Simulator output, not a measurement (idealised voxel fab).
This is a process module. Its name is voxel wiring stack.
It is cross-section cut that appears here, measuring 260 nm in width, its square cells being 5 nm in size.
The cross-sections in this document take the form of a grid made of square cells. They are written out as bands, in order from top to bottom. Each band consists of one or more rows of cells. Basically the band line says how high the top is and how high the bottom is, in nm, and then what's in it from left to right, every material with its width in nm. Empty space shows up as "empty", and if a single material carries "full width" it runs the full band edge to edge. Heights are expressed relative to 0, this being the level below which the as-received wafer comprises one material exclusively. The lowest band is unbounded in the downward direction and is denoted as in "0 -> down". Quick explanation for "30->40": the width changes in equal steps down the rows of cells, from the first number in the band's top row to the second number in its bottom row. Take "changes: none" at face value: in the step it is given for, the cross-section changed in none of its cells. Basically, "Enclosed internal voids" tells you about the enclosed voids: empty spaces with no open way to the top, 8 cells or bigger, each written width x height at distance, where distance is from the left edge, all in nm. The remark found on a step's line after its settings is issued by the simulator itself and pertains to that step. A step's line can hold "overlay nm"; with a mask on that step, the setting says how far right of the planned place the mask lay, while a negative setting says it lay to the left.
-- Listed below are the process steps as planned
| 1 | RECEIVE (material Si) |
| 2 | CONFORMAL_DEP (material SiO2; thk nm 15) |
| 3 | CONFORMAL_DEP (material SiN; thk nm 5) |
| 4 | DIRECTIONAL_DEP (material SiO2; thk nm 15) |
| 5 | PATTERN (tone open; mask id METAL_1; material resist; width nm 30; pitch nm 60; thk nm 15; overlay nm 0) |
| 6 | DIRECTIONAL_ETCH (etch materials SiO2; depth nm 15) |
| 7 | DIRECTIONAL_ETCH (etch materials SiN; depth nm 5) |
| 8 | STRIP (etch materials resist) |
| 9 | CONFORMAL_DEP (material TiN; thk nm 5) |
| 10 | FILL_DEP (material W; thk nm 5) |
| 11 | CMP (height nm 35) |
| 12 | EPI (material Ru; thk nm 5) |
| 13 | FILL_DEP (material SiCN; thk nm 5) |
| 14 | DIRECTIONAL_DEP (material lowk; thk nm 30) |
| 15 | DIRECTIONAL_DEP (material aC; thk nm 10) |
| 16 | PATTERN (tone open; mask id METAL_2; material resist; width nm 30; pitch nm 60; thk nm 25; overlay nm 0) |
| 17 | DIRECTIONAL_ETCH (etch materials aC; depth nm 10) |
| 18 | STRIP (etch materials resist) |
| 19 | DIRECTIONAL_ETCH (etch materials lowk; depth nm 20) |
| 20 | STRIP (etch materials aC) |
| 21 | DIRECTIONAL_DEP (material aC; thk nm 15) |
| 22 | PATTERN (tone open; mask id METAL_2_HOLES; material resist; width nm 15; pitch nm 120; thk nm 30; overlay nm 0) |
| 23 | DIRECTIONAL_ETCH (etch materials aC; depth nm 15) |
| 24 | STRIP (etch materials resist) |
| 25 | DIRECTIONAL_ETCH (etch materials lowk; depth nm 10) |
| 26 | DIRECTIONAL_ETCH (etch materials SiCN; depth nm 5) |
| 27 | STRIP (etch materials aC) |
| 28 | CONFORMAL_DEP (material TiN; thk nm 5) |
| 29 | FILL_DEP (material Cu; thk nm 5) |
| 30 | CMP (height nm 75) |
| 31 | CONFORMAL_DEP (material SiCN; thk nm 5) |
| 32 | DIRECTIONAL_DEP (material lowk; thk nm 15) |
| 33 | MASKED_ETCH (tone open; mask id PLUG_2; width nm 15; pitch nm 120; etch materials lowk; depth nm 15; overlay nm 0) |
| 34 | MASKED_ETCH (tone open; mask id PLUG_2; width nm 15; pitch nm 120; etch materials SiCN; depth nm 5; overlay nm 0) |
| 35 | EPI (material Ru; thk nm 10) |
| 36 | EPI (material Ru; thk nm 10) |
| 37 | DIRECTIONAL_DEP (material TiN; thk nm 5) |
| 38 | DIRECTIONAL_DEP (material Ru; thk nm 25) |
| 39 | MASKED_ETCH (tone cover; mask id METAL_3; width nm 30; pitch nm 60; etch materials Ru; depth nm 25; overlay nm 0) |
| 40 | MASKED_ETCH (tone cover; mask id METAL_3; width nm 30; pitch nm 60; etch materials TiN; depth nm 5; overlay nm 0) |
| 41 | CONFORMAL_DEP (material SiN; thk nm 5) |
| 42 | FILL_DEP (material SiO2; thk nm 5) |
| 43 | CMP (height nm 125) |
| 44 | CONFORMAL_DEP (material SiN; thk nm 5) |
-- Cross-section, incoming material, after step 1
    0 -> down  Si full width
    Enclosed internal voids: none
-- End-of-module cross-section. Starting structure and process plan as above; one mistake made in running it
    130 -> 125  SiN full width
    125 -> 100  50 nm SiO2, 5 nm SiN, 30 nm Ru, 5 nm SiN, 20 nm SiO2, 5 nm SiN, 30 nm Ru, 5 nm SiN, 20 nm SiO2, 5 nm SiN, 30 nm Ru, 5 nm SiN, 50 nm SiO2
    100 -> 95  55 nm SiN, 30 nm TiN, 30 nm SiN, 30 nm TiN, 30 nm SiN, 30 nm TiN, 55 nm SiN
    95 -> 80  55 nm lowk, 15 nm Ru, 105 nm lowk, 15 nm Ru, 70 nm lowk
    80 -> 75  55 nm SiCN, 15 nm Ru, 105 nm SiCN, 15 nm Ru, 70 nm SiCN
    75 -> 60  55 nm lowk, 5 nm TiN, 20 nm Cu, 5 nm TiN, 30 nm lowk, 5 nm TiN, 20 nm Cu, 5 nm TiN, 30 nm lowk, 5 nm TiN, 20 nm Cu, 5 nm TiN, 55 nm lowk
    60 -> 55  55 nm lowk, 5 nm TiN, 10 nm Cu, 15 nm TiN, 30 nm lowk, 30 nm TiN, 30 nm lowk, 5 nm TiN, 10 nm Cu, 15 nm TiN, 55 nm lowk
    55 -> 45  55 nm lowk, 5 nm TiN, 10 nm Cu, 5 nm TiN, 100 nm lowk, 5 nm TiN, 10 nm Cu, 5 nm TiN, 65 nm lowk
    45 -> 40  55 nm SiCN, 20 nm TiN, 100 nm SiCN, 20 nm TiN, 65 nm SiCN
    40 -> 35  50 nm SiCN, 40 nm Ru, 20 nm SiCN, 40 nm Ru, 20 nm SiCN, 40 nm Ru, 50 nm SiCN
    35 -> 20  55 nm SiO2, 5 nm TiN, 20 nm W, 5 nm TiN, 30 nm SiO2, 5 nm TiN, 20 nm W, 5 nm TiN, 30 nm SiO2, 5 nm TiN, 20 nm W, 5 nm TiN, 55 nm SiO2
    20 -> 15  55 nm SiN, 30 nm TiN, 30 nm SiN, 30 nm TiN, 30 nm SiN, 30 nm TiN, 55 nm SiN
    15 -> 0  SiO2 full width
    0 -> down  Si full width
    Enclosed internal voids: none
The mistake made against the process plan was this: step 22 was processed under conditions differing from the plan, specifically as PATTERN (tone open; mask id METAL_2_HOLES; material resist; width nm 20; pitch nm 120; thk nm 30; overlay nm 0)
